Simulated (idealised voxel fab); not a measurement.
A process module follows: voxel capacitor over wiring.
Cross-section cut: width 230 nm, square cells of 5 nm.
We lay out every cross-section as a grid of square cells and spell it out in bands from the top down, where one band means one or more rows of cells.
Look at the band entry: it leads with the top's height and the bottom's height in nm. Then it lists the materials left to right, with a width in nm for each. The word "throughout" on a single material says that material fills the band edge to edge. The word "blank" is empty space.
Height is counted from the level 0, under which the received wafer is composed throughout of one material. The lowest of the bands is not closed at the bottom but continues downward, in the notation "0 nm and below".
So if you see something like "30 to 40" for the width, read it as the top row of the band sitting at the first number and the bottom row at the second, with every row in between moving by the same amount as the last.
Step note "same as before" = no cross-section cell changed.
Entry "Tabulated closed voids" = empty spaces >= 8 cells with no open way to the top; each as width x height at distance, distance from left edge, all nm.
Post-settings text on a step line: simulator's own remark regarding the step.
"overlay nm" on a masked step: distance the mask lay right of its planned place, negative for left.
THESE ARE THE STEPS WE PLANNED FOR THE PROCESS
1,RECEIVE,material Si
2,CONFORMAL_DEP,material SiO2,thk nm 10
3,DIRECTIONAL_DEP,material TiN,thk nm 5
4,DIRECTIONAL_DEP,material Ru,thk nm 25
5,DIRECTIONAL_DEP,material aC,thk nm 15
6,PATTERN,tone cover,mask id METAL_1,material resist,width nm 25,pitch nm 90,thk nm 30,overlay nm 0
7,DIRECTIONAL_ETCH,etch materials aC,depth nm 15
8,STRIP,etch materials resist
9,DIRECTIONAL_ETCH,etch materials Ru,depth nm 25
10,DIRECTIONAL_ETCH,etch materials TiN,depth nm 5
11,STRIP,etch materials aC
12,CONFORMAL_DEP,material SiCN,thk nm 5
13,FILL_DEP,material SiO2,thk nm 10
14,CMP,height nm 30
15,CONFORMAL_DEP,material SiCN,thk nm 5
16,DIRECTIONAL_DEP,material SiO2,thk nm 20
17,PATTERN,tone open,mask id PLUG_1,material resist,width nm 15,thk nm 15,overlay nm 0
18,DIRECTIONAL_ETCH,etch materials SiO2,depth nm 20
19,DIRECTIONAL_ETCH,etch materials SiCN,depth nm 5
20,STRIP,etch materials resist
21,CONFORMAL_DEP,material TiN,thk nm 5
22,FILL_DEP,material Ru,thk nm 5
23,CMP,height nm 65
24,DIRECTIONAL_DEP,material TiN,thk nm 5
25,DIRECTIONAL_DEP,material HfO2,thk nm 5
26,DIRECTIONAL_DEP,material TiN,thk nm 5
27,DIRECTIONAL_DEP,material aC,thk nm 10
28,PATTERN,tone cover,mask id UPPER_PLATE,material resist,width nm 70,thk nm 25,overlay nm 0
29,DIRECTIONAL_ETCH,etch materials aC,depth nm 10
30,STRIP,etch materials resist
31,DIRECTIONAL_ETCH,etch materials TiN,depth nm 5
32,DIRECTIONAL_ETCH,etch materials HfO2,depth nm 5
33,STRIP,etch materials aC
34,DIRECTIONAL_DEP,material aC,thk nm 10
35,PATTERN,tone cover,mask id LOWER_PLATE,material resist,width nm 80,thk nm 30,overlay nm 0
36,DIRECTIONAL_ETCH,etch materials aC,depth nm 10
37,STRIP,etch materials resist
38,DIRECTIONAL_ETCH,etch materials TiN,depth nm 5
39,STRIP,etch materials aC
40,FILL_DEP,material SiO2,thk nm 15
41,CMP,height nm 90
42,PATTERN,tone open,mask id PLUG_2,material resist,width nm 15,thk nm 20,overlay nm 0
43,DIRECTIONAL_ETCH,etch materials SiO2,depth nm 10
44,STRIP,etch materials resist
45,CONFORMAL_DEP,material TiN,thk nm 5
46,FILL_DEP,material W,thk nm 10
47,CMP,height nm 90
48,CONFORMAL_DEP,material SiN,thk nm 5
The wafers in this document start out alike and differ in the height nm applied at step 14; the plan shows the value used for the first wafer.
HERE'S THE FIRST OF THE WAFERS IN CROSS-SECTION, JUST AS WE GOT IT, I.E. AFTER STEP 1
    0 nm and below | Si throughout
    Tabulated closed voids: none
THE FIGURE BELOW PRESENTS A CROSS-SECTION OF THE FIRST OF SEVERAL WAFERS AT THE CONCLUSION OF THE MODULE, FOLLOWING ITS LAST STEP, STEP 48
    95 nm to 90 nm | SiN throughout
    90 nm to 85 nm | SiO2 75, TiN 5, W 5, TiN 5, SiO2 140
    85 nm to 75 nm | SiO2 75 to 65, TiN 15 to 70, SiO2 140 to 95
    75 nm to 70 nm | SiO2 65, HfO2 70, SiO2 95
    70 nm to 65 nm | SiO2 60, TiN 80, SiO2 90
    65 nm to 60 nm | Ru throughout
    60 nm to 55 nm | TiN 70, Ru 5, TiN 155
    55 nm to 35 nm | SiO2 65, TiN 5, Ru 5, TiN 5, SiO2 150
    35 nm to 30 nm | SiCN 65, TiN 15, SiCN 150
    30 nm to 15 nm | SiO2 50, SiCN 5, Ru 25, SiCN 5, SiO2 55, SiCN 5, Ru 25, SiCN 5, SiO2 55
    15 nm to 10 nm | SiCN 55, TiN 25, SiCN 65, TiN 25, SiCN 60
    10 nm to 0 nm | SiO2 throughout
    0 nm and below | Si throughout
    Tabulated closed voids: none
SO THIS IS THE CROSS-SECTION ON THE LAST WAFER AT THE END OF THE MODULE
    95 nm to 90 nm | SiN throughout
    90 nm to 85 nm | SiO2 75, TiN 5, W 5, TiN 5, SiO2 140
    85 nm to 75 nm | SiO2 75 to 65, TiN 15 to 70, SiO2 140 to 95
    75 nm to 70 nm | SiO2 65, HfO2 70, SiO2 95
    70 nm to 65 nm | SiO2 60, TiN 80, SiO2 90
    65 nm to 60 nm | SiO2 65, TiN 5, Ru 5, TiN 5, SiO2 150
    60 nm to 55 nm | SiCN 65, TiN 15, SiCN 150
    55 nm to 45 nm | SiO2 throughout
    45 nm to 40 nm | SiO2 50, SiCN 35, SiO2 55, SiCN 35, SiO2 55
    40 nm to 15 nm | SiO2 50, SiCN 5, Ru 25, SiCN 5, SiO2 55, SiCN 5, Ru 25, SiCN 5, SiO2 55
    15 nm to 10 nm | SiCN 55, TiN 25, SiCN 65, TiN 25, SiCN 60
    10 nm to 0 nm | SiO2 throughout
    0 nm and below | Si throughout
    Tabulated closed voids: none
NOTE: THE FOLLOWING TABLE IS ARRANGED BY WAFER, A ROW APIECE. EACH ROW REPORTS THE END-OF-MODULE STATE: PER MATERIAL, CELLS GAINED (+) OR CELLS LOST (-) COMPARED WITH THE WAFER AS RECEIVED; CLOSED VOIDS FOLLOW
height nm 30, +14 HfO2, +81 Ru, +91 SiCN, +46 SiN, +540 SiO2, +101 TiN, +1 W, Tabulated closed voids: none
height nm 35, +14 HfO2, +45 Ru, +95 SiCN, +46 SiN, +572 SiO2, +101 TiN, +1 W, Tabulated closed voids: none
height nm 40, +14 HfO2, +54 Ru, +99 SiCN, +46 SiN, +604 SiO2, +56 TiN, +1 W, Tabulated closed voids: none
height nm 45, +14 HfO2, +53 Ru, +113 SiCN, +46 SiN, +593 SiO2, +54 TiN, +1 W, Tabulated closed voids: none
height nm 50, +14 HfO2, +52 Ru, +113 SiCN, +46 SiN, +596 SiO2, +52 TiN, +1 W, Tabulated closed voids: none
height nm 55, +14 HfO2, +51 Ru, +113 SiCN, +46 SiN, +599 SiO2, +50 TiN, +1 W, Tabulated closed voids: none
